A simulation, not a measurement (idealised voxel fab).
Process module name: voxel fin reveal
Section shown: cut. Width: 165 nm. Cell size: 5 nm, square.
When this document writes out a cross-section, it uses a grid of square cells and lists it as bands, beginning at the top and moving down, with a band standing for one or more rows of cells. A band entry consists of two parts. The first gives the height of the band's top and the height of its bottom, in nm. The rest lists the band's materials from left to right, each with its width in nm. A single material labelled with the word "full width" fills the band from edge to edge, and the word "blank" marks empty space. Convention: height 0 is the level below which the wafer, as received, is all one material. The lowest band does not terminate at the bottom but continues downward, represented as "from 0 down". The expression "30..40" gives the width at the extremes of the band, the first number at its top row of cells and the second at its bottom row, with the width changing by equal amounts from each row to the next in between. Step note "no change" = no cross-section cell changed. "Voids, enclosed": sealed empty spaces, 8 cells or more, no open way to top, listed width x height at distance, with distance from the left edge and width, height and distance in nm. Past the settings on a step's line: simulator remark, on that step. The line of a step may include "overlay nm". On a step with a mask, this value is how far to the right of its planned place the mask lay. A negative value means the mask lay to the left.
[The planned process steps are enumerated hereunder]
1. RECEIVE,material Si
2. CONFORMAL_DEP,material SiN,thk nm 10
3. PATTERN,tone cover,mask id FINS,material resist,width nm 15,pitch nm 35,thk nm 20,overlay nm 0
4. DIRECTIONAL_ETCH,etch materials SiN,depth nm 10
5. DIRECTIONAL_ETCH,etch materials Si,depth nm 30
6. STRIP,etch materials resist
7. FILL_DEP,material SiO2,thk nm 10
8. CMP,height nm 10
9. SELECTIVE_ETCH,etch materials SiO2,depth nm 25
10. STRIP,etch materials SiN
[Received-state cross-section, reflecting completion of step 1]
  from 0 down  Si full width
  Voids, enclosed: none
[First wafer of two, sectioned at end of module; run went per plan]
  from 0 to -15  blank (55), then Si (15), then blank (20), then Si (15), then blank (60)
  from -15 to -30  SiO2 (55), then Si (15), then SiO2 (20), then Si (15), then SiO2 (60)
  from -30 down  Si full width
  Voids, enclosed: none
[The second wafer, shown in cross-section after the module: started the same way as the first and given the same plan, yet one mistake crept into how it was run]
  from 10 to 0  blank (55), then SiN (15), then blank (20), then SiN (15), then blank (60)
  from 0 to -15  blank (55), then Si (15), then blank (20), then Si (15), then blank (60)
  from -15 to -30  SiO2 (55), then Si (15), then SiO2 (20), then Si (15), then SiO2 (60)
  from -30 down  Si full width
  Voids, enclosed: none
Processing error: step 10 of the plan: omitted, not performed
Counted in cells at the end, the second wafer holds more or fewer of these materials than the first: +12 SiN
